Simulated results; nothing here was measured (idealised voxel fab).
process module | voxel gate over fins
cross-section cut | 235 nm wide | cells 5 nm
A cross-section is a grid of square cells, given in bands from the top down. A band is one or more rows of cells.
Each band's line starts with the height of the band's top and of its bottom, in nm. Then come its materials from left to right, each with its width in nm. One material with "throughout" fills the band from edge to edge. "air" is empty space.
Height 0 is the level under which the wafer as received is all one material. The lowest band goes on downwards, as in "0 down".
A width such as "30 to 40" changes by the same amount from each row of cells to the next, from the band's top row to its bottom row.
"no change" after a step means that no cell of the cross-section changed.
closed voids: empty space of 8 cells or more with no open way to the top, each as width x height at its distance from the left edge, in nm
after a step's settings: what the simulator itself notes on the step
overlay nm, on a step with a mask: how far to the right of its planned place the mask lay; to the left if negative
Each pair below shows a cross-section before one step and the cross-section after it, down to the lowest band that changed. The line under each pair gives the step between them, with its settings. The pairs can come from different runs of this module on the same starting wafer, so a pair continues from the pair above only where its "before" says so.
before
  10 to 0: SiN 85 | SiO2 15 | SiN 30 | SiO2 15 | SiN 90
  0 to -40: Si 85 | SiO2 15 | Si 30 | SiO2 15 | Si 90
  -40 down: Si throughout
  closed voids: none
after
  10 to 0: SiN 85 | air 15 | SiN 30 | air 15 | SiN 90
  0 to -15: Si 85 | air 15 | Si 30 | air 15 | Si 90
  below -15: unchanged
  closed voids: none
the step between: op SELECTIVE_ETCH | etch materials SiO2 | depth nm 25
before: the cross-section after the pair above
after
  0 to -15: Si 85 | air 15 | Si 30 | air 15 | Si 90
  below -15: unchanged
  closed voids: none
the step between: op STRIP | etch materials SiN
before: the cross-section after the pair above
after
  5 to 0: HfO2 90 | air 5 | HfO2 40 | air 5 | HfO2 95
  0 to -10: Si 85 | HfO2 5 | air 5 | HfO2 5 | Si 30 | HfO2 5 | air 5 | HfO2 5 | Si 90
  -10 to -15: Si 85 | HfO2 15 | Si 30 | HfO2 15 | Si 90
  below -15: unchanged
  closed voids: none
the step between: op CONFORMAL_DEP | material HfO2 | thk nm 5
before: the cross-section after the pair above
after
  10 to 5: TiN throughout
  5 to 0: HfO2 90 | TiN 5 | HfO2 40 | TiN 5 | HfO2 95
  0 to -10: Si 85 | HfO2 5 | TiN 5 | HfO2 5 | Si 30 | HfO2 5 | TiN 5 | HfO2 5 | Si 90
  below -10: unchanged
  closed voids: none
the step between: op CONFORMAL_DEP | material TiN | thk nm 5
before: the cross-section after the pair above
after
  15 to 10: TiAl throughout
  below 10: unchanged
  closed voids: none
the step between: op CONFORMAL_DEP | material TiAl | thk nm 5
before: the cross-section after the pair above
after
  20 to 15: TiN throughout
  below 15: unchanged
  closed voids: none
the step between: op CONFORMAL_DEP | material TiN | thk nm 5
before: the cross-section after the pair above
after
  35 to 20: W throughout
  below 20: unchanged
  closed voids: none
the step between: op FILL_DEP | material W | thk nm 15
before: the cross-section after the pair above
after
  30 to 20: W throughout
  below 20: unchanged
  closed voids: none
the step between: op CMP | height nm 30
before: the cross-section after the pair above
after
  35 to 30: SiN throughout
  below 30: unchanged
  closed voids: none
the step between: op CONFORMAL_DEP | material SiN | thk nm 5
